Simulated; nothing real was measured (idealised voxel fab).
Presented below is a process module, voxel air gaps.
Cross-section cut: width 235 nm, square cells of 5 nm.
Cross-section spec: square-cell grid; bands listed top down; each band is one or more rows.
Band: top height; bottom height; in nm. Then, left to right: material with width in nm, for each material. "all across": a single material spanning edge to edge. "air": empty space.
Ref level 0: as-received wafer is one material below here. Bottom band extends down with no lower bound ("z 0 and below").
The notation "30->40" denotes a width that varies across the rows of cells in the band, beginning at the first number in the top row, finishing at the second number in the bottom row, and changing by an identical amount from each row to the next.
"identical to before", as given for a step, is the statement that not any cell of the cross-section underwent a change during that step.
"Completely enclosed voids" enumerates empty spaces isolated from the top, with no open way to it, that contain at least 8 cells, giving each as width x height at distance from the left edge, all three in nm.
Post-settings text on a step line: simulator's own remark regarding the step.
Regarding "overlay nm": on a step with a mask, it is the distance the mask lay to the right of its planned place; a negative value places it to the left.

Process steps foreseen in the plan
step 1: RECEIVE (material Si)
step 2: CONFORMAL_DEP (material SiO2; thk nm 15)
step 3: CONFORMAL_DEP (material SiN; thk nm 5)
step 4: DIRECTIONAL_DEP (material lowk; thk nm 35)
step 5: DIRECTIONAL_DEP (material aC; thk nm 15)
step 6: PATTERN (tone open; mask id LINES; material resist; width nm 25; pitch nm 50; thk nm 30; overlay nm 0)
step 7: DIRECTIONAL_ETCH (etch materials aC; depth nm 15)
step 8: STRIP (etch materials resist)
step 9: DIRECTIONAL_ETCH (etch materials lowk; depth nm 35)
step 10: STRIP (etch materials aC)
step 11: CONFORMAL_DEP (material TiN; thk nm 5)
step 12: FILL_DEP (material Cu; thk nm 10)
step 13: CMP (height nm 55)
step 14: EPI (material Ru; thk nm 10)
step 15: SELECTIVE_ETCH (etch materials lowk; depth nm 45)
step 16: CONFORMAL_DEP (material SiCN; thk nm 5)

So, the first of our two wafers, run just as we planned it

As-received state of the wafer in cross-section, equivalent to post-step 1
z 0 and below: Si all across
Completely enclosed voids: none

How the wafer stands in section after step 2
z 15 to 0: SiO2 all across
below 0: unchanged

How the wafer stands in section after step 3
z 20 to 15: SiN all across
below 15: unchanged

How the wafer stands in section after step 4
z 55 to 20: lowk all across
below 20: unchanged

How the wafer stands in section after step 5
z 70 to 55: aC all across
below 55: unchanged

How the wafer stands in section after step 6
z 100 to 70: resist (55); air (25); resist (25); air (25); resist (25); air (25); resist (55)
below 70: unchanged

How the wafer stands in section after step 7
z 85 to 70: resist (55); air (25); resist (25); air (25); resist (25); air (25); resist (55)
z 70 to 55: aC (55); air (25); aC (25); air (25); aC (25); air (25); aC (55)
below 55: unchanged

How the wafer stands in section after step 8
z 70 to 55: aC (55); air (25); aC (25); air (25); aC (25); air (25); aC (55)
below 55: unchanged

How the wafer stands in section after step 9
z 70 to 55: aC (55); air (25); aC (25); air (25); aC (25); air (25); aC (55)
z 55 to 20: lowk (55); air (25); lowk (25); air (25); lowk (25); air (25); lowk (55)
below 20: unchanged

How the wafer stands in section after step 10
z 55 to 20: lowk (55); air (25); lowk (25); air (25); lowk (25); air (25); lowk (55)
below 20: unchanged

How the wafer stands in section after step 11
z 60 to 55: TiN (60); air (15); TiN (35); air (15); TiN (35); air (15); TiN (60)
z 55 to 25: lowk (55); TiN (5); air (15); TiN (5); lowk (25); TiN (5); air (15); TiN (5); lowk (25); TiN (5); air (15); TiN (5); lowk (55)
z 25 to 20: lowk (55); TiN (25); lowk (25); TiN (25); lowk (25); TiN (25); lowk (55)
below 20: unchanged

How the wafer stands in section after step 12
z 70 to 60: Cu all across
z 60 to 55: TiN (60); Cu (15); TiN (35); Cu (15); TiN (35); Cu (15); TiN (60)
z 55 to 25: lowk (55); TiN (5); Cu (15); TiN (5); lowk (25); TiN (5); Cu (15); TiN (5); lowk (25); TiN (5); Cu (15); TiN (5); lowk (55)
below 25: unchanged

How the wafer stands in section after step 13
z 55 to 25: lowk (55); TiN (5); Cu (15); TiN (5); lowk (25); TiN (5); Cu (15); TiN (5); lowk (25); TiN (5); Cu (15); TiN (5); lowk (55)
below 25: unchanged

How the wafer stands in section after step 14
z 65 to 55: air (45); Ru (45); air (5); Ru (45); air (5); Ru (45); air (45)
below 55: unchanged

How the wafer stands in section after step 15
z 65 to 55: air (45); Ru (45); air (5); Ru (45); air (5); Ru (45); air (45)
z 55 to 25: air (55); TiN (5); Cu (15); TiN (5); air (25); TiN (5); Cu (15); TiN (5); air (25); TiN (5); Cu (15); TiN (5); air (55)
z 25 to 20: air (55); TiN (25); air (25); TiN (25); air (25); TiN (25); air (55)
below 20: unchanged

How the wafer stands in section after step 16
z 70 to 65: air (40); SiCN (155); air (40)
z 65 to 55: air (40); SiCN (5); Ru (45); SiCN (5); Ru (45); SiCN (5); Ru (45); SiCN (5); air (40)
z 55 to 50: air (40); SiCN (15); TiN (5); Cu (15); TiN (5); SiCN (25); TiN (5); Cu (15); TiN (5); SiCN (25); TiN (5); Cu (15); TiN (5); SiCN (15); air (40)
z 50 to 25: air (50); SiCN (5); TiN (5); Cu (15); TiN (5); SiCN (5); air (15); SiCN (5); TiN (5); Cu (15); TiN (5); SiCN (5); air (15); SiCN (5); TiN (5); Cu (15); TiN (5); SiCN (5); air (50)
z 25 to 20: SiCN (55); TiN (25); SiCN (25); TiN (25); SiCN (25); TiN (25); SiCN (55)
below 20: unchanged
Completely enclosed voids: 15 x 25 at 85; 15 x 25 at 135

Wafer two of the pair: same origin, same plan, one error during the run; identical to wafer one up to and including step 5

Second wafer, cross-section, planned end of step 6
z 100 to 70: air (55); resist (25); air (25); resist (25); air (25); resist (25); air (55)
below 70: unchanged

Second wafer, cross-section, planned end of step 7
z 85 to 70: air (55); resist (25); air (25); resist (25); air (25); resist (25); air (55)
z 70 to 55: air (55); aC (25); air (25); aC (25); air (25); aC (25); air (55)
below 55: unchanged

Second wafer, cross-section, planned end of step 8
z 70 to 55: air (55); aC (25); air (25); aC (25); air (25); aC (25); air (55)
below 55: unchanged

Second wafer, cross-section, planned end of step 9
z 70 to 55: air (55); aC (25); air (25); aC (25); air (25); aC (25); air (55)
z 55 to 20: air (55); lowk (25); air (25); lowk (25); air (25); lowk (25); air (55)
below 20: unchanged

Second wafer, cross-section, planned end of step 10
z 55 to 20: air (55); lowk (25); air (25); lowk (25); air (25); lowk (25); air (55)
below 20: unchanged

Second wafer, cross-section, planned end of step 11
z 60 to 55: air (50); TiN (35); air (15); TiN (35); air (15); TiN (35); air (50)
z 55 to 25: air (50); TiN (5); lowk (25); TiN (5); air (15); TiN (5); lowk (25); TiN (5); air (15); TiN (5); lowk (25); TiN (5); air (50)
z 25 to 20: TiN (55); lowk (25); TiN (25); lowk (25); TiN (25); lowk (25); TiN (55)
below 20: unchanged

Second wafer, cross-section, planned end of step 12
z 70 to 60: Cu all across
z 60 to 55: Cu (50); TiN (35); Cu (15); TiN (35); Cu (15); TiN (35); Cu (50)
z 55 to 25: Cu (50); TiN (5); lowk (25); TiN (5); Cu (15); TiN (5); lowk (25); TiN (5); Cu (15); TiN (5); lowk (25); TiN (5); Cu (50)
below 25: unchanged

Second wafer, cross-section, planned end of step 13
z 55 to 25: Cu (50); TiN (5); lowk (25); TiN (5); Cu (15); TiN (5); lowk (25); TiN (5); Cu (15); TiN (5); lowk (25); TiN (5); Cu (50)
below 25: unchanged

Second wafer, cross-section, planned end of step 14
z 65 to 55: Ru (65); air (5); Ru (45); air (5); Ru (45); air (5); Ru (65)
below 55: unchanged

Second wafer, cross-section, planned end of step 15
z 65 to 55: Ru (65); air (5); Ru (45); air (5); Ru (45); air (5); Ru (65)
z 55 to 25: Cu (50); TiN (5); air (25); TiN (5); Cu (15); TiN (5); air (25); TiN (5); Cu (15); TiN (5); air (25); TiN (5); Cu (50)
z 25 to 20: TiN (55); air (25); TiN (25); air (25); TiN (25); air (25); TiN (55)
below 20: unchanged

Second wafer, cross-section, planned end of step 16
z 70 to 65: SiCN all across
z 65 to 55: Ru (65); SiCN (5); Ru (45); SiCN (5); Ru (45); SiCN (5); Ru (65)
z 55 to 50: Cu (50); TiN (5); SiCN (25); TiN (5); Cu (15); TiN (5); SiCN (25); TiN (5); Cu (15); TiN (5); SiCN (25); TiN (5); Cu (50)
z 50 to 25: Cu (50); TiN (5); SiCN (5); air (15); SiCN (5); TiN (5); Cu (15); TiN (5); SiCN (5); air (15); SiCN (5); TiN (5); Cu (15); TiN (5); SiCN (5); air (15); SiCN (5); TiN (5); Cu (50)
z 25 to 20: TiN (55); SiCN (25); TiN (25); SiCN (25); TiN (25); SiCN (25); TiN (55)
below 20: unchanged
Completely enclosed voids: 15 x 25 at 60; 15 x 25 at 110; 15 x 25 at 160
Where did the run depart from the plan? step 6 changed vs plan, executed as PATTERN (tone cover; mask id LINES; material resist; width nm 25; pitch nm 50; thk nm 30; overlay nm 0)
Once processing is complete, comparing cell counts shows that the second wafer has more or fewer of certain materials than the first: Cu +102; Ru +34; SiCN -4; TiN +17
Upon completion, the first wafer exhibits 2 closed voids and the second wafer exhibits 3.
